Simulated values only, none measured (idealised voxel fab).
The name of this process module is voxel capacitor over wiring.
Each square cell in cross-section cut measures 5 nm, and the section as a whole is 240 nm wide.
Square cells in a grid make up a cross-section in this document, and the grid is given as bands, listed from the top down, each one or more rows of cells. Quick guide to a band line: top height, bottom height (nm) up front; then every material left to right with its width in nm. Only one material and it's marked "everywhere"? Then it fills the band edge to edge. And "air" just means empty space. Ref level 0: as-received wafer is one material below here. Bottom band extends down with no lower bound ("0..down"). The width entry "30 to 40" should be interpreted row by row: the top row of cells in the band takes the first number, the bottom row takes the second number, and the change between adjacent rows is uniform throughout. "no change occurred" for a step: no cell of the cross-section changed in that step. "Closed void table" lists enclosed empty spaces (at least 8 cells, no open path upward to the top), each as width x height at distance from the left edge, in nm. Heads up: the bit after the settings on a step's line is the simulator's remark on that step. The optional step-line setting "overlay nm" applies to steps with a mask and quantifies how far to the right of its planned location the mask lay, a negative value indicating leftward placement.

The following list gives the planned process steps
- 1: op RECEIVE | material Si
- 2: op CONFORMAL_DEP | material SiO2 | thk nm 15
- 3: op DIRECTIONAL_DEP | material TiN | thk nm 5
- 4: op DIRECTIONAL_DEP | material Ru | thk nm 25
- 5: op DIRECTIONAL_DEP | material aC | thk nm 15
- 6: op PATTERN | tone cover | mask id METAL_1 | material resist | width nm 15 | pitch nm 75 | thk nm 35 | overlay nm 0
- 7: op DIRECTIONAL_ETCH | etch materials aC | depth nm 15
- 8: op STRIP | etch materials resist
- 9: op DIRECTIONAL_ETCH | etch materials Ru | depth nm 25
- 10: op DIRECTIONAL_ETCH | etch materials TiN | depth nm 5
- 11: op STRIP | etch materials aC
- 12: op CONFORMAL_DEP | material SiCN | thk nm 5
- 13: op FILL_DEP | material lowk | thk nm 5
- 14: op CMP | height nm 45
- 15: op CONFORMAL_DEP | material SiCN | thk nm 5
- 16: op DIRECTIONAL_DEP | material SiO2 | thk nm 15
- 17: op PATTERN | tone open | mask id PLUG_1 | material resist | width nm 15 | thk nm 20 | overlay nm 0
- 18: op DIRECTIONAL_ETCH | etch materials SiO2 | depth nm 15
- 19: op DIRECTIONAL_ETCH | etch materials SiCN | depth nm 5
- 20: op STRIP | etch materials resist
- 21: op CONFORMAL_DEP | material TiN | thk nm 5
- 22: op FILL_DEP | material Ru | thk nm 5
- 23: op CMP | height nm 65
- 24: op DIRECTIONAL_DEP | material TiN | thk nm 10
- 25: op DIRECTIONAL_DEP | material HfO2 | thk nm 5
- 26: op DIRECTIONAL_DEP | material TiN | thk nm 5
- 27: op MASKED_ETCH | tone cover | mask id UPPER_PLATE | width nm 60 | etch materials TiN | depth nm 5 | overlay nm 0
- 28: op MASKED_ETCH | tone cover | mask id UPPER_PLATE | width nm 60 | etch materials HfO2 | depth nm 5 | overlay nm 0
- 29: op PATTERN | tone cover | mask id LOWER_PLATE | material resist | width nm 70 | thk nm 15 | overlay nm 0
- 30: op DIRECTIONAL_ETCH | etch materials TiN | depth nm 10
- 31: op STRIP | etch materials resist
- 32: op FILL_DEP | material SiO2 | thk nm 20
- 33: op CMP | height nm 100
- 34: op DIRECTIONAL_DEP | material aC | thk nm 10
- 35: op PATTERN | tone open | mask id PLUG_2 | material resist | width nm 15 | thk nm 30 | overlay nm 0
- 36: op DIRECTIONAL_ETCH | etch materials aC | depth nm 10
- 37: op STRIP | etch materials resist
- 38: op DIRECTIONAL_ETCH | etch materials SiO2 | depth nm 15
- 39: op STRIP | etch materials aC
- 40: op CONFORMAL_DEP | material TiN | thk nm 5
- 41: op FILL_DEP | material W | thk nm 5
- 42: op CMP | height nm 100
- 43: op CONFORMAL_DEP | material SiCN | thk nm 5
The value of width nm given for step 6 in the plan refers to the first wafer; the wafers vary in this setting and are alike at the start.

Cross-section of the first of several wafers on receipt, reflecting completion of step 1
    0..down | Si everywhere
    Closed void table: none

Cross-section of the first of several wafers once the module has run through its last step, step 43
    105..100 | SiCN everywhere
    100..90 | SiO2 85 nm; TiN 5 nm; W 5 nm; TiN 5 nm; SiO2 140 nm
    90..80 | SiO2 85 to 75 nm; TiN 15 to 60 nm; SiO2 140 to 105 nm
    80..75 | SiO2 75 nm; HfO2 60 nm; SiO2 105 nm
    75..65 | SiO2 70 nm; TiN 70 nm; SiO2 100 nm
    65..50 | SiO2 75 nm; TiN 5 nm; Ru 5 nm; TiN 5 nm; SiO2 150 nm
    50..45 | SiCN 75 nm; TiN 15 nm; SiCN 150 nm
    45..20 | lowk 70 nm; SiCN 5 nm; Ru 15 nm; SiCN 5 nm; lowk 50 nm; SiCN 5 nm; Ru 15 nm; SiCN 5 nm; lowk 70 nm
    20..15 | SiCN 75 nm; TiN 15 nm; SiCN 60 nm; TiN 15 nm; SiCN 75 nm
    15..0 | SiO2 everywhere
    0..down | Si everywhere
    Closed void table: none

Cross-section, last wafer, module completion
    105..100 | SiCN everywhere
    100..90 | SiO2 85 nm; TiN 5 nm; W 5 nm; TiN 5 nm; SiO2 140 nm
    90..80 | SiO2 85 to 75 nm; TiN 15 to 60 nm; SiO2 140 to 105 nm
    80..75 | SiO2 75 nm; HfO2 60 nm; SiO2 105 nm
    75..65 | SiO2 70 nm; TiN 70 nm; SiO2 100 nm
    65..50 | SiO2 75 nm; TiN 5 nm; Ru 5 nm; TiN 5 nm; SiO2 150 nm
    50..45 | SiCN 75 nm; TiN 15 nm; SiCN 150 nm
    45..20 | lowk 60 nm; SiCN 5 nm; Ru 35 nm; SiCN 5 nm; lowk 30 nm; SiCN 5 nm; Ru 35 nm; SiCN 5 nm; lowk 60 nm
    20..15 | SiCN 65 nm; TiN 35 nm; SiCN 40 nm; TiN 35 nm; SiCN 65 nm
    15..0 | SiO2 everywhere
    0..down | Si everywhere
    Closed void table: none

Per wafer (row), end of module: delta in cells per material since receipt, (+) for gained, (-) for lost; closed voids after that
width nm 15, +12 HfO2, +33 Ru, +155 SiCN, +554 SiO2, +62 TiN, +2 W, +190 lowk, Closed void table: none
width nm 20, +12 HfO2, +43 Ru, +153 SiCN, +554 SiO2, +64 TiN, +2 W, +180 lowk, Closed void table: none
width nm 25, +12 HfO2, +53 Ru, +151 SiCN, +554 SiO2, +66 TiN, +2 W, +170 lowk, Closed void table: none
width nm 30, +12 HfO2, +63 Ru, +149 SiCN, +554 SiO2, +68 TiN, +2 W, +160 lowk, Closed void table: none
width nm 35, +12 HfO2, +73 Ru, +147 SiCN, +554 SiO2, +70 TiN, +2 W, +150 lowk, Closed void table: none
